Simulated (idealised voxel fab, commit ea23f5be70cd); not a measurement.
Process module, titled voxel self aligned contacts
Pictured: cross-section cut, 215 nm wide, on a grid of 5 nm square cells.
Cross-section spec: square-cell grid; bands listed top down; each band is one or more rows. Look at the band entry: it leads with the top's height and the bottom's height in nm. Then it lists the materials left to right, with a width in nm for each. The word "everywhere" on a single material says that material fills the band edge to edge. The word "air" is empty space. Heights are reckoned from 0. Under this level, the received wafer is all of one material. The bottommost band is open-ended downward, for example "0 and below". Per-row width for "30 to 40": begins at first number (top row of band), ends at second number (bottom row), increment between rows held constant. Given "same as before" for a step, no cell of the cross-section differs between before and after that step. Empty spaces without an open route to the top, at least 8 cells in extent, make up the entry "Cavities, closed"; each is given as width x height at distance, where the distance is measured from the left edge, and all are in nm. Post-settings text on a step line: simulator's own remark regarding the step. If you see "overlay nm" on a step's line and that step has a mask, it's telling you how far right of where it was planned the mask ended up; a negative number means it went left instead.
[Process steps - plan]
1,op RECEIVE | material Si
2,op OXIDIZE | depth nm 5
3,op DIRECTIONAL_DEP | material polySi | thk nm 20
4,op DIRECTIONAL_DEP | material SiN | thk nm 20
5,op MASKED_ETCH | tone cover | mask id GATE | width nm 30 | pitch nm 55 | etch materials SiN | depth nm 20 | overlay nm 0
6,op MASKED_ETCH | tone cover | mask id GATE | width nm 30 | pitch nm 55 | etch materials polySi | depth nm 20 | overlay nm 0
7,op CONFORMAL_DEP | material SiN | thk nm 5
8,op DIRECTIONAL_ETCH | etch materials SiN | depth nm 5
9,op FILL_DEP | material SiO2 | thk nm 15
10,op CMP | height nm 50
11,op MASKED_ETCH | tone open | mask id CONTACT | width nm 35 | etch materials SiO2 | depth nm 55 | overlay nm 0
12,op CONFORMAL_DEP | material TiN | thk nm 5
13,op FILL_DEP | material Ru | thk nm 10
14,op CMP | height nm 50
15,op CONFORMAL_DEP | material SiCN | thk nm 5
[As-received state of the wafer in cross-section, equivalent to post-step 1]
> 0 and below  Si everywhere
> Cavities, closed: none
[Same starting wafer, same plan as above, one mistake in the execution; this is the cross-section at the end of the module]
> 55 down to 50  SiCN everywhere
> 50 down to 40  SiO2: 90  polySi: 5 to 15  Ru: 25 to 5  polySi: 5 to 15  SiO2: 90
> 40 down to 20  SiO2: 60  SiN: 40  polySi: 5  Ru: 5  polySi: 5  SiN: 40  SiO2: 60
> 20 down to 0  SiO2: 60  SiN: 5  polySi: 30  SiN: 5  polySi: 5  Ru: 5  polySi: 5  SiN: 5  polySi: 30  SiN: 5  SiO2: 60
> 0 down to -5  SiO2: 100  polySi: 15  SiO2: 100
> -5 and below  Si everywhere
> Cavities, closed: none
Diagnosis: step 12 changed vs plan, executed as op CONFORMAL_DEP | material polySi | thk nm 5
